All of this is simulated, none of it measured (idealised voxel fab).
voxel spacer lines: a process module
280 nm wide, 5 nm square cells: that's cross-section cut.
Notation: cross-section as square-cell grid; stated in bands, top first, going down; one or more cell rows per band. Per band: top height and bottom height in nm, followed by the left-to-right materials and their widths in nm; "full width" marks a single material spanning edge to edge, "blank" marks empty space. The level at which height equals 0 is the one under which the wafer, as it arrives, is entirely one material. No lower edge exists for the bottom band, which continues downward and is notated as in "0 and below". The width entry "30 to 40" should be interpreted row by row: the top row of cells in the band takes the first number, the bottom row takes the second number, and the change between adjacent rows is uniform throughout. Key: "no alteration" - step with no changed cell in the cross-section. Voids not open to the top, 8 cells minimum: see "Voids, enclosed". Written width x height at distance; distance is from the left edge; nm. Heads up: the bit after the settings on a step's line is the simulator's remark on that step. overlay nm: where the mask lay relative to plan, measured to the right, on steps with a mask; negatives go left. Each pair below shows a cross-section before one step and the cross-section after it, down to the lowest band that changed. The line under each pair gives the step between them, with its settings. The pairs can come from different runs of this module on the same starting wafer, so a pair continues from the pair above only where its "State before" says so.
State before:
    0 and below | Si full width
    Voids, enclosed: none
After:
    5 down to 0 | Al2O3 full width
    Everything below 0 is unchanged.
    Voids, enclosed: none
What sits between those two cross-sections? CONFORMAL_DEP, material Al2O3, thk nm 5
State before: see the after view in the pair directly above.
After:
    25 down to 5 | SiN full width
    Everything below 5 is unchanged.
    Voids, enclosed: none
What sits between those two cross-sections? DIRECTIONAL_DEP, material SiN, thk nm 20
State before: see the after view in the pair directly above.
After:
    50 down to 25 | polySi full width
    Everything below 25 is unchanged.
    Voids, enclosed: none
What sits between those two cross-sections? DIRECTIONAL_DEP, material polySi, thk nm 25
State before: see the after view in the pair directly above.
After:
    80 down to 50 | blank (70) | resist (20) | blank (40) | resist (20) | blank (40) | resist (20) | blank (70)
    Everything below 50 is unchanged.
    Voids, enclosed: none
What sits between those two cross-sections? PATTERN, tone cover, mask id MANDREL, material resist, width nm 20, pitch nm 60, thk nm 30, overlay nm 0
State before: see the after view in the pair directly above.
After:
    80 down to 50 | blank (70) | resist (20) | blank (40) | resist (20) | blank (40) | resist (20) | blank (70)
    50 down to 25 | blank (70) | polySi (20) | blank (40) | polySi (20) | blank (40) | polySi (20) | blank (70)
    Everything below 25 is unchanged.
    Voids, enclosed: none
What sits between those two cross-sections? DIRECTIONAL_ETCH, etch materials polySi, depth nm 25
State before: see the after view in the pair directly above.
After:
    50 down to 25 | blank (70) | polySi (20) | blank (40) | polySi (20) | blank (40) | polySi (20) | blank (70)
    Everything below 25 is unchanged.
    Voids, enclosed: none
What sits between those two cross-sections? STRIP, etch materials resist
State before: see the after view in the pair directly above.
After:
    60 down to 50 | blank (60) | SiO2 (40) | blank (20) | SiO2 (40) | blank (20) | SiO2 (40) | blank (60)
    50 down to 35 | blank (60) | SiO2 (10) | polySi (20) | SiO2 (10) | blank (20) | SiO2 (10) | polySi (20) | SiO2 (10) | blank (20) | SiO2 (10) | polySi (20) | SiO2 (10) | blank (60)
    35 down to 25 | SiO2 (70) | polySi (20) | SiO2 (40) | polySi (20) | SiO2 (40) | polySi (20) | SiO2 (70)
    Everything below 25 is unchanged.
    Voids, enclosed: none
What sits between those two cross-sections? CONFORMAL_DEP, material SiO2, thk nm 10
State before: see the after view in the pair directly above.
After:
    50 down to 25 | blank (60) | SiO2 (10) | polySi (20) | SiO2 (10) | blank (20) | SiO2 (10) | polySi (20) | SiO2 (10) | blank (20) | SiO2 (10) | polySi (20) | SiO2 (10) | blank (60)
    Everything below 25 is unchanged.
    Voids, enclosed: none
What sits between those two cross-sections? DIRECTIONAL_ETCH, etch materials SiO2, depth nm 10
State before: see the after view in the pair directly above.
After:
    50 down to 25 | blank (60) | SiO2 (10) | blank (20) | SiO2 (10) | blank (20) | SiO2 (10) | blank (20) | SiO2 (10) | blank (20) | SiO2 (10) | blank (20) | SiO2 (10) | blank (60)
    Everything below 25 is unchanged.
    Voids, enclosed: none
What sits between those two cross-sections? STRIP, etch materials polySi
State before: see the after view in the pair directly above.
After:
    50 down to 25 | blank (60) | SiO2 (10) | blank (20) | SiO2 (10) | blank (20) | SiO2 (10) | blank (20) | SiO2 (10) | blank (20) | SiO2 (10) | blank (20) | SiO2 (10) | blank (60)
    25 down to 5 | blank (60) | SiN (10) | blank (20) | SiN (10) | blank (20) | SiN (10) | blank (20) | SiN (10) | blank (20) | SiN (10) | blank (20) | SiN (10) | blank (60)
    Everything below 5 is unchanged.
    Voids, enclosed: none
What sits between those two cross-sections? DIRECTIONAL_ETCH, etch materials SiN, depth nm 20
State before: see the after view in the pair directly above.
After:
    25 down to 5 | blank (60) | SiN (10) | blank (20) | SiN (10) | blank (20) | SiN (10) | blank (20) | SiN (10) | blank (20) | SiN (10) | blank (20) | SiN (10) | blank (60)
    Everything below 5 is unchanged.
    Voids, enclosed: none
What sits between those two cross-sections? STRIP, etch materials SiO2
State before:
    0 and below | Si full width
    Voids, enclosed: none
After:
    20 down to 0 | SiN full width
    Everything below 0 is unchanged.
    Voids, enclosed: none
What sits between those two cross-sections? DIRECTIONAL_DEP, material SiN, thk nm 20
State before: see the after view in the pair directly above.
After:
    45 down to 20 | polySi full width
    Everything below 20 is unchanged.
    Voids, enclosed: none
What sits between those two cross-sections? DIRECTIONAL_DEP, material polySi, thk nm 25
State before: see the after view in the pair directly above.
After:
    75 down to 45 | blank (70) | resist (20) | blank (40) | resist (20) | blank (40) | resist (20) | blank (70)
    Everything below 45 is unchanged.
    Voids, enclosed: none
What sits between those two cross-sections? PATTERN, tone cover, mask id MANDREL, material resist, width nm 20, pitch nm 60, thk nm 30, overlay nm 0
State before: see the after view in the pair directly above.
After:
    75 down to 45 | blank (70) | resist (20) | blank (40) | resist (20) | blank (40) | resist (20) | blank (70)
    45 down to 20 | blank (70) | polySi (20) | blank (40) | polySi (20) | blank (40) | polySi (20) | blank (70)
    Everything below 20 is unchanged.
    Voids, enclosed: none
What sits between those two cross-sections? DIRECTIONAL_ETCH, etch materials polySi, depth nm 25
State before: see the after view in the pair directly above.
After:
    45 down to 20 | blank (70) | polySi (20) | blank (40) | polySi (20) | blank (40) | polySi (20) | blank (70)
    Everything below 20 is unchanged.
    Voids, enclosed: none
What sits between those two cross-sections? STRIP, etch materials resist
State before: see the after view in the pair directly above.
After:
    55 down to 45 | blank (60) | SiO2 (40) | blank (20) | SiO2 (40) | blank (20) | SiO2 (40) | blank (60)
    45 down to 30 | blank (60) | SiO2 (10) | polySi (20) | SiO2 (10) | blank (20) | SiO2 (10) | polySi (20) | SiO2 (10) | blank (20) | SiO2 (10) | polySi (20) | SiO2 (10) | blank (60)
    30 down to 20 | SiO2 (70) | polySi (20) | SiO2 (40) | polySi (20) | SiO2 (40) | polySi (20) | SiO2 (70)
    Everything below 20 is unchanged.
    Voids, enclosed: none
What sits between those two cross-sections? CONFORMAL_DEP, material SiO2, thk nm 10
State before: see the after view in the pair directly above.
After:
    45 down to 20 | blank (60) | SiO2 (10) | polySi (20) | SiO2 (10) | blank (20) | SiO2 (10) | polySi (20) | SiO2 (10) | blank (20) | SiO2 (10) | polySi (20) | SiO2 (10) | blank (60)
    Everything below 20 is unchanged.
    Voids, enclosed: none
What sits between those two cross-sections? DIRECTIONAL_ETCH, etch materials SiO2, depth nm 10
State before: see the after view in the pair directly above.
After:
    45 down to 20 | blank (60) | SiO2 (10) | blank (20) | SiO2 (10) | blank (20) | SiO2 (10) | blank (20) | SiO2 (10) | blank (20) | SiO2 (10) | blank (20) | SiO2 (10) | blank (60)
    Everything below 20 is unchanged.
    Voids, enclosed: none
What sits between those two cross-sections? STRIP, etch materials polySi
State before: see the after view in the pair directly above.
After:
    45 down to 20 | blank (60) | SiO2 (10) | blank (20) | SiO2 (10) | blank (20) | SiO2 (10) | blank (20) | SiO2 (10) | blank (20) | SiO2 (10) | blank (20) | SiO2 (10) | blank (60)
    20 down to 0 | blank (60) | SiN (10) | blank (20) | SiN (10) | blank (20) | SiN (10) | blank (20) | SiN (10) | blank (20) | SiN (10) | blank (20) | SiN (10) | blank (60)
    Everything below 0 is unchanged.
    Voids, enclosed: none
What sits between those two cross-sections? DIRECTIONAL_ETCH, etch materials SiN, depth nm 20
State before: see the after view in the pair directly above.
After:
    20 down to 0 | blank (60) | SiN (10) | blank (20) | SiN (10) | blank (20) | SiN (10) | blank (20) | SiN (10) | blank (20) | SiN (10) | blank (20) | SiN (10) | blank (60)
    Everything below 0 is unchanged.
    Voids, enclosed: none
What sits between those two cross-sections? STRIP, etch materials SiO2
State before:
    25 down to 5 | SiN full width
    5 down to 0 | Al2O3 full width
    0 and below | Si full width
    Voids, enclosed: none
After:
    45 down to 5 | SiN full width
    Everything below 5 is unchanged.
    Voids, enclosed: none
What sits between those two cross-sections? DIRECTIONAL_DEP, material SiN, thk nm 20
State before: see the after view in the pair directly above.
After:
    70 down to 45 | polySi full width
    Everything below 45 is unchanged.
    Voids, enclosed: none
What sits between those two cross-sections? DIRECTIONAL_DEP, material polySi, thk nm 25
State before: see the after view in the pair directly above.
After:
    100 down to 70 | blank (70) | resist (20) | blank (40) | resist (20) | blank (40) | resist (20) | blank (70)
    Everything below 70 is unchanged.
    Voids, enclosed: none
What sits between those two cross-sections? PATTERN, tone cover, mask id MANDREL, material resist, width nm 20, pitch nm 60, thk nm 30, overlay nm 0
State before: see the after view in the pair directly above.
After:
    100 down to 70 | blank (70) | resist (20) | blank (40) | resist (20) | blank (40) | resist (20) | blank (70)
    70 down to 45 | blank (70) | polySi (20) | blank (40) | polySi (20) | blank (40) | polySi (20) | blank (70)
    Everything below 45 is unchanged.
    Voids, enclosed: none
What sits between those two cross-sections? DIRECTIONAL_ETCH, etch materials polySi, depth nm 25
State before: see the after view in the pair directly above.
After:
    70 down to 45 | blank (70) | polySi (20) | blank (40) | polySi (20) | blank (40) | polySi (20) | blank (70)
    Everything below 45 is unchanged.
    Voids, enclosed: none
What sits between those two cross-sections? STRIP, etch materials resist
State before: see the after view in the pair directly above.
After:
    80 down to 70 | blank (60) | SiO2 (40) | blank (20) | SiO2 (40) | blank (20) | SiO2 (40) | blank (60)
    70 down to 55 | blank (60) | SiO2 (10) | polySi (20) | SiO2 (10) | blank (20) | SiO2 (10) | polySi (20) | SiO2 (10) | blank (20) | SiO2 (10) | polySi (20) | SiO2 (10) | blank (60)
    55 down to 45 | SiO2 (70) | polySi (20) | SiO2 (40) | polySi (20) | SiO2 (40) | polySi (20) | SiO2 (70)
    Everything below 45 is unchanged.
    Voids, enclosed: none
What sits between those two cross-sections? CONFORMAL_DEP, material SiO2, thk nm 10
State before: see the after view in the pair directly above.
After:
    70 down to 45 | blank (60) | SiO2 (10) | polySi (20) | SiO2 (10) | blank (20) | SiO2 (10) | polySi (20) | SiO2 (10) | blank (20) | SiO2 (10) | polySi (20) | SiO2 (10) | blank (60)
    Everything below 45 is unchanged.
    Voids, enclosed: none
What sits between those two cross-sections? DIRECTIONAL_ETCH, etch materials SiO2, depth nm 10
State before: see the after view in the pair directly above.
After:
    70 down to 45 | blank (60) | SiO2 (10) | blank (20) | SiO2 (10) | blank (20) | SiO2 (10) | blank (20) | SiO2 (10) | blank (20) | SiO2 (10) | blank (20) | SiO2 (10) | blank (60)
    Everything below 45 is unchanged.
    Voids, enclosed: none
What sits between those two cross-sections? STRIP, etch materials polySi
State before: see the after view in the pair directly above.
After:
    70 down to 45 | blank (60) | SiO2 (10) | blank (20) | SiO2 (10) | blank (20) | SiO2 (10) | blank (20) | SiO2 (10) | blank (20) | SiO2 (10) | blank (20) | SiO2 (10) | blank (60)
    45 down to 25 | blank (60) | SiN (10) | blank (20) | SiN (10) | blank (20) | SiN (10) | blank (20) | SiN (10) | blank (20) | SiN (10) | blank (20) | SiN (10) | blank (60)
    Everything below 25 is unchanged.
    Voids, enclosed: none
What sits between those two cross-sections? DIRECTIONAL_ETCH, etch materials SiN, depth nm 20
State before: see the after view in the pair directly above.
After:
    45 down to 25 | blank (60) | SiN (10) | blank (20) | SiN (10) | blank (20) | SiN (10) | blank (20) | SiN (10) | blank (20) | SiN (10) | blank (20) | SiN (10) | blank (60)
    Everything below 25 is unchanged.
    Voids, enclosed: none
What sits between those two cross-sections? STRIP, etch materials SiO2
State before:
    50 down to 25 | blank (60) | SiO2 (10) | polySi (20) | SiO2 (10) | blank (20) | SiO2 (10) | polySi (20) | SiO2 (10) | blank (20) | SiO2 (10) | polySi (20) | SiO2 (10) | blank (60)
    25 down to 5 | SiN full width
    5 down to 0 | Al2O3 full width
    0 and below | Si full width
    Voids, enclosed: none
After:
    50 down to 25 | blank (60) | SiO2 (10) | polySi (20) | SiO2 (10) | blank (20) | SiO2 (10) | polySi (20) | SiO2 (10) | blank (20) | SiO2 (10) | polySi (20) | SiO2 (10) | blank (60)
    25 down to 5 | blank (60) | SiN (40) | blank (20) | SiN (40) | blank (20) | SiN (40) | blank (60)
    Everything below 5 is unchanged.
    Voids, enclosed: none
What sits between those two cross-sections? DIRECTIONAL_ETCH, etch materials SiN, depth nm 20
State before: see the after view in the pair directly above.
After:
    50 down to 25 | blank (60) | SiO2 (10) | blank (20) | SiO2 (10) | blank (20) | SiO2 (10) | blank (20) | SiO2 (10) | blank (20) | SiO2 (10) | blank (20) | SiO2 (10) | blank (60)
    Everything below 25 is unchanged.
    Voids, enclosed: none
What sits between those two cross-sections? STRIP, etch materials polySi
State before: see the after view in the pair directly above.
After:
    25 down to 5 | blank (60) | SiN (40) | blank (20) | SiN (40) | blank (20) | SiN (40) | blank (60)
    Everything below 5 is unchanged.
    Voids, enclosed: none
What sits between those two cross-sections? STRIP, etch materials SiO2
State before:
    50 down to 25 | blank (60) | SiO2 (10) | blank (20) | SiO2 (10) | blank (20) | SiO2 (10) | blank (20) | SiO2 (10) | blank (20) | SiO2 (10) | blank (20) | SiO2 (10) | blank (60)
    25 down to 5 | SiN full width
    5 down to 0 | Al2O3 full width
    0 and below | Si full width
    Voids, enclosed: none
After:
    50 down to 25 | blank (60) | SiO2 (10) | blank (20) | SiO2 (10) | blank (20) | SiO2 (10) | blank (20) | SiO2 (10) | blank (20) | SiO2 (10) | blank (20) | SiO2 (10) | blank (60)
    25 down to 10 | blank (60) | SiN (10) | blank (20) | SiN (10) | blank (20) | SiN (10) | blank (20) | SiN (10) | blank (20) | SiN (10) | blank (20) | SiN (10) | blank (60)
    Everything below 10 is unchanged.
    Voids, enclosed: none
What sits between those two cross-sections? DIRECTIONAL_ETCH, etch materials SiN, depth nm 15
State before: see the after view in the pair directly above.
After:
    25 down to 10 | blank (60) | SiN (10) | blank (20) | SiN (10) | blank (20) | SiN (10) | blank (20) | SiN (10) | blank (20) | SiN (10) | blank (20) | SiN (10) | blank (60)
    Everything below 10 is unchanged.
    Voids, enclosed: none
What sits between those two cross-sections? STRIP, etch materials SiO2
State before:
    50 down to 25 | polySi full width
    25 down to 5 | SiN full width
    5 down to 0 | Al2O3 full width
    0 and below | Si full width
    Voids, enclosed: none
After:
    80 down to 50 | blank (75) | resist (15) | blank (45) | resist (15) | blank (45) | resist (15) | blank (70)
    Everything below 50 is unchanged.
    Voids, enclosed: none
What sits between those two cross-sections? PATTERN, tone cover, mask id MANDREL, material resist, width nm 15, pitch nm 60, thk nm 30, overlay nm 0
State before: see the after view in the pair directly above.
After:
    80 down to 50 | blank (75) | resist (15) | blank (45) | resist (15) | blank (45) | resist (15) | blank (70)
    50 down to 25 | blank (75) | polySi (15) | blank (45) | polySi (15) | blank (45) | polySi (15) | blank (70)
    Everything below 25 is unchanged.
    Voids, enclosed: none
What sits between those two cross-sections? DIRECTIONAL_ETCH, etch materials polySi, depth nm 25
State before: see the after view in the pair directly above.
After:
    50 down to 25 | blank (75) | polySi (15) | blank (45) | polySi (15) | blank (45) | polySi (15) | blank (70)
    Everything below 25 is unchanged.
    Voids, enclosed: none
What sits between those two cross-sections? STRIP, etch materials resist
State before: see the after view in the pair directly above.
After:
    60 down to 50 | blank (65) | SiO2 (35) | blank (25) | SiO2 (35) | blank (25) | SiO2 (35) | blank (60)
    50 down to 35 | blank (65) | SiO2 (10) | polySi (15) | SiO2 (10) | blank (25) | SiO2 (10) | polySi (15) | SiO2 (10) | blank (25) | SiO2 (10) | polySi (15) | SiO2 (10) | blank (60)
    35 down to 25 | SiO2 (75) | polySi (15) | SiO2 (45) | polySi (15) | SiO2 (45) | polySi (15) | SiO2 (70)
    Everything below 25 is unchanged.
    Voids, enclosed: none
What sits between those two cross-sections? CONFORMAL_DEP, material SiO2, thk nm 10
State before: see the after view in the pair directly above.
After:
    50 down to 25 | blank (65) | SiO2 (10) | polySi (15) | SiO2 (10) | blank (25) | SiO2 (10) | polySi (15) | SiO2 (10) | blank (25) | SiO2 (10) | polySi (15) | SiO2 (10) | blank (60)
    Everything below 25 is unchanged.
    Voids, enclosed: none
What sits between those two cross-sections? DIRECTIONAL_ETCH, etch materials SiO2, depth nm 10
State before: see the after view in the pair directly above.
After:
    50 down to 25 | blank (65) | SiO2 (10) | blank (15) | SiO2 (10) | blank (25) | SiO2 (10) | blank (15) | SiO2 (10) | blank (25) | SiO2 (10) | blank (15) | SiO2 (10) | blank (60)
    Everything below 25 is unchanged.
    Voids, enclosed: none
What sits between those two cross-sections? STRIP, etch materials polySi
State before: see the after view in the pair directly above.
After:
    50 down to 25 | blank (65) | SiO2 (10) | blank (15) | SiO2 (10) | blank (25) | SiO2 (10) | blank (15) | SiO2 (10) | blank (25) | SiO2 (10) | blank (15) | SiO2 (10) | blank (60)
    25 down to 5 | blank (65) | SiN (10) | blank (15) | SiN (10) | blank (25) | SiN (10) | blank (15) | SiN (10) | blank (25) | SiN (10) | blank (15) | SiN (10) | blank (60)
    Everything below 5 is unchanged.
    Voids, enclosed: none
What sits between those two cross-sections? DIRECTIONAL_ETCH, etch materials SiN, depth nm 20
State before: see the after view in the pair directly above.
After:
    25 down to 5 | blank (65) | SiN (10) | blank (15) | SiN (10) | blank (25) | SiN (10) | blank (15) | SiN (10) | blank (25) | SiN (10) | blank (15) | SiN (10) | blank (60)
    Everything below 5 is unchanged.
    Voids, enclosed: none
What sits between those two cross-sections? STRIP, etch materials SiO2
State before:
    50 down to 25 | polySi full width
    25 down to 5 | SiN full width
    5 down to 0 | Al2O3 full width
    0 and below | Si full width
    Voids, enclosed: none
After:
    80 down to 50 | blank (60) | resist (20) | blank (40) | resist (20) | blank (40) | resist (20) | blank (80)
    Everything below 50 is unchanged.
    Voids, enclosed: none
What sits between those two cross-sections? PATTERN, tone cover, mask id MANDREL, material resist, width nm 20, pitch nm 60, thk nm 30, overlay nm -10
State before: see the after view in the pair directly above.
After:
    80 down to 50 | blank (60) | resist (20) | blank (40) | resist (20) | blank (40) | resist (20) | blank (80)
    50 down to 25 | blank (60) | polySi (20) | blank (40) | polySi (20) | blank (40) | polySi (20) | blank (80)
    Everything below 25 is unchanged.
    Voids, enclosed: none
What sits between those two cross-sections? DIRECTIONAL_ETCH, etch materials polySi, depth nm 25
State before: see the after view in the pair directly above.
After:
    50 down to 25 | blank (60) | polySi (20) | blank (40) | polySi (20) | blank (40) | polySi (20) | blank (80)
    Everything below 25 is unchanged.
    Voids, enclosed: none
What sits between those two cross-sections? STRIP, etch materials resist
State before: see the after view in the pair directly above.
After:
    60 down to 50 | blank (50) | SiO2 (40) | blank (20) | SiO2 (40) | blank (20) | SiO2 (40) | blank (70)
    50 down to 35 | blank (50) | SiO2 (10) | polySi (20) | SiO2 (10) | blank (20) | SiO2 (10) | polySi (20) | SiO2 (10) | blank (20) | SiO2 (10) | polySi (20) | SiO2 (10) | blank (70)
    35 down to 25 | SiO2 (60) | polySi (20) | SiO2 (40) | polySi (20) | SiO2 (40) | polySi (20) | SiO2 (80)
    Everything below 25 is unchanged.
    Voids, enclosed: none
What sits between those two cross-sections? CONFORMAL_DEP, material SiO2, thk nm 10
State before: see the after view in the pair directly above.
After:
    50 down to 25 | blank (50) | SiO2 (10) | polySi (20) | SiO2 (10) | blank (20) | SiO2 (10) | polySi (20) | SiO2 (10) | blank (20) | SiO2 (10) | polySi (20) | SiO2 (10) | blank (70)
    Everything below 25 is unchanged.
    Voids, enclosed: none
What sits between those two cross-sections? DIRECTIONAL_ETCH, etch materials SiO2, depth nm 10
State before: see the after view in the pair directly above.
After:
    50 down to 25 | blank (50) | SiO2 (10) | blank (20) | SiO2 (10) | blank (20) | SiO2 (10) | blank (20) | SiO2 (10) | blank (20) | SiO2 (10) | blank (20) | SiO2 (10) | blank (70)
    Everything below 25 is unchanged.
    Voids, enclosed: none
What sits between those two cross-sections? STRIP, etch materials polySi
State before: see the after view in the pair directly above.
After:
    50 down to 25 | blank (50) | SiO2 (10) | blank (20) | SiO2 (10) | blank (20) | SiO2 (10) | blank (20) | SiO2 (10) | blank (20) | SiO2 (10) | blank (20) | SiO2 (10) | blank (70)
    25 down to 5 | blank (50) | SiN (10) | blank (20) | SiN (10) | blank (20) | SiN (10) | blank (20) | SiN (10) | blank (20) | SiN (10) | blank (20) | SiN (10) | blank (70)
    Everything below 5 is unchanged.
    Voids, enclosed: none
What sits between those two cross-sections? DIRECTIONAL_ETCH, etch materials SiN, depth nm 20
State before: see the after view in the pair directly above.
After:
    25 down to 5 | blank (50) | SiN (10) | blank (20) | SiN (10) | blank (20) | SiN (10) | blank (20) | SiN (10) | blank (20) | SiN (10) | blank (20) | SiN (10) | blank (70)
    Everything below 5 is unchanged.
    Voids, enclosed: none
What sits between those two cross-sections? STRIP, etch materials SiO2
State before:
    5 down to 0 | Al2O3 full width
    0 and below | Si full width
    Voids, enclosed: none
After:
    25 down to 0 | Al2O3 full width
    Everything below 0 is unchanged.
    Voids, enclosed: none
What sits between those two cross-sections? DIRECTIONAL_DEP, material Al2O3, thk nm 20
State before: see the after view in the pair directly above.
After:
    50 down to 25 | polySi full width
    Everything below 25 is unchanged.
    Voids, enclosed: none
What sits between those two cross-sections? DIRECTIONAL_DEP, material polySi, thk nm 25
State before: see the after view in the pair directly above.
After:
    80 down to 50 | blank (70) | resist (20) | blank (40) | resist (20) | blank (40) | resist (20) | blank (70)
    Everything below 50 is unchanged.
    Voids, enclosed: none
What sits between those two cross-sections? PATTERN, tone cover, mask id MANDREL, material resist, width nm 20, pitch nm 60, thk nm 30, overlay nm 0
State before: see the after view in the pair directly above.
After:
    80 down to 50 | blank (70) | resist (20) | blank (40) | resist (20) | blank (40) | resist (20) | blank (70)
    50 down to 25 | blank (70) | polySi (20) | blank (40) | polySi (20) | blank (40) | polySi (20) | blank (70)
    Everything below 25 is unchanged.
    Voids, enclosed: none
What sits between those two cross-sections? DIRECTIONAL_ETCH, etch materials polySi, depth nm 25
State before: see the after view in the pair directly above.
After:
    50 down to 25 | blank (70) | polySi (20) | blank (40) | polySi (20) | blank (40) | polySi (20) | blank (70)
    Everything below 25 is unchanged.
    Voids, enclosed: none
What sits between those two cross-sections? STRIP, etch materials resist
State before: see the after view in the pair directly above.
After:
    60 down to 50 | blank (60) | SiO2 (40) | blank (20) | SiO2 (40) | blank (20) | SiO2 (40) | blank (60)
    50 down to 35 | blank (60) | SiO2 (10) | polySi (20) | SiO2 (10) | blank (20) | SiO2 (10) | polySi (20) | SiO2 (10) | blank (20) | SiO2 (10) | polySi (20) | SiO2 (10) | blank (60)
    35 down to 25 | SiO2 (70) | polySi (20) | SiO2 (40) | polySi (20) | SiO2 (40) | polySi (20) | SiO2 (70)
    Everything below 25 is unchanged.
    Voids, enclosed: none
What sits between those two cross-sections? CONFORMAL_DEP, material SiO2, thk nm 10
State before: see the after view in the pair directly above.
After:
    50 down to 25 | blank (60) | SiO2 (10) | polySi (20) | SiO2 (10) | blank (20) | SiO2 (10) | polySi (20) | SiO2 (10) | blank (20) | SiO2 (10) | polySi (20) | SiO2 (10) | blank (60)
    Everything below 25 is unchanged.
    Voids, enclosed: none
What sits between those two cross-sections? DIRECTIONAL_ETCH, etch materials SiO2, depth nm 10
State before: see the after view in the pair directly above.
After:
    50 down to 25 | blank (60) | SiO2 (10) | blank (20) | SiO2 (10) | blank (20) | SiO2 (10) | blank (20) | SiO2 (10) | blank (20) | SiO2 (10) | blank (20) | SiO2 (10) | blank (60)
    Everything below 25 is unchanged.
    Voids, enclosed: none
What sits between those two cross-sections? STRIP, etch materials polySi
State before: see the after view in the pair directly above.
After:
    25 down to 0 | Al2O3 full width
    Everything below 0 is unchanged.
    Voids, enclosed: none
What sits between those two cross-sections? STRIP, etch materials SiO2
State before:
    50 down to 25 | polySi full width
    25 down to 5 | SiN full width
    5 down to 0 | Al2O3 full width
    0 and below | Si full width
    Voids, enclosed: none
After:
    80 down to 50 | resist (70) | blank (20) | resist (40) | blank (20) | resist (40) | blank (20) | resist (70)
    Everything below 50 is unchanged.
    Voids, enclosed: none
What sits between those two cross-sections? PATTERN, tone open, mask id MANDREL, material resist, width nm 20, pitch nm 60, thk nm 30, overlay nm 0
State before: see the after view in the pair directly above.
After:
    80 down to 50 | resist (70) | blank (20) | resist (40) | blank (20) | resist (40) | blank (20) | resist (70)
    50 down to 25 | polySi (70) | blank (20) | polySi (40) | blank (20) | polySi (40) | blank (20) | polySi (70)
    Everything below 25 is unchanged.
    Voids, enclosed: none
What sits between those two cross-sections? DIRECTIONAL_ETCH, etch materials polySi, depth nm 25
State before: see the after view in the pair directly above.
After:
    50 down to 25 | polySi (70) | blank (20) | polySi (40) | blank (20) | polySi (40) | blank (20) | polySi (70)
    Everything below 25 is unchanged.
    Voids, enclosed: none
What sits between those two cross-sections? STRIP, etch materials resist
State before: see the after view in the pair directly above.
After:
    60 down to 50 | SiO2 full width
    50 down to 25 | polySi (70) | SiO2 (20) | polySi (40) | SiO2 (20) | polySi (40) | SiO2 (20) | polySi (70)
    Everything below 25 is unchanged.
    Voids, enclosed: none
What sits between those two cross-sections? CONFORMAL_DEP, material SiO2, thk nm 10
State before: see the after view in the pair directly above.
After:
    50 down to 25 | polySi (70) | SiO2 (20) | polySi (40) | SiO2 (20) | polySi (40) | SiO2 (20) | polySi (70)
    Everything below 25 is unchanged.
    Voids, enclosed: none
What sits between those two cross-sections? DIRECTIONAL_ETCH, etch materials SiO2, depth nm 10
State before: see the after view in the pair directly above.
After:
    50 down to 25 | blank (70) | SiO2 (20) | blank (40) | SiO2 (20) | blank (40) | SiO2 (20) | blank (70)
    Everything below 25 is unchanged.
    Voids, enclosed: none
What sits between those two cross-sections? STRIP, etch materials polySi
State before: see the after view in the pair directly above.
After:
    50 down to 25 | blank (70) | SiO2 (20) | blank (40) | SiO2 (20) | blank (40) | SiO2 (20) | blank (70)
    25 down to 5 | blank (70) | SiN (20) | blank (40) | SiN (20) | blank (40) | SiN (20) | blank (70)
    Everything below 5 is unchanged.
    Voids, enclosed: none
What sits between those two cross-sections? DIRECTIONAL_ETCH, etch materials SiN, depth nm 20
State before: see the after view in the pair directly above.
After:
    25 down to 5 | blank (70) | SiN (20) | blank (40) | SiN (20) | blank (40) | SiN (20) | blank (70)
    Everything below 5 is unchanged.
    Voids, enclosed: none
What sits between those two cross-sections? STRIP, etch materials SiO2
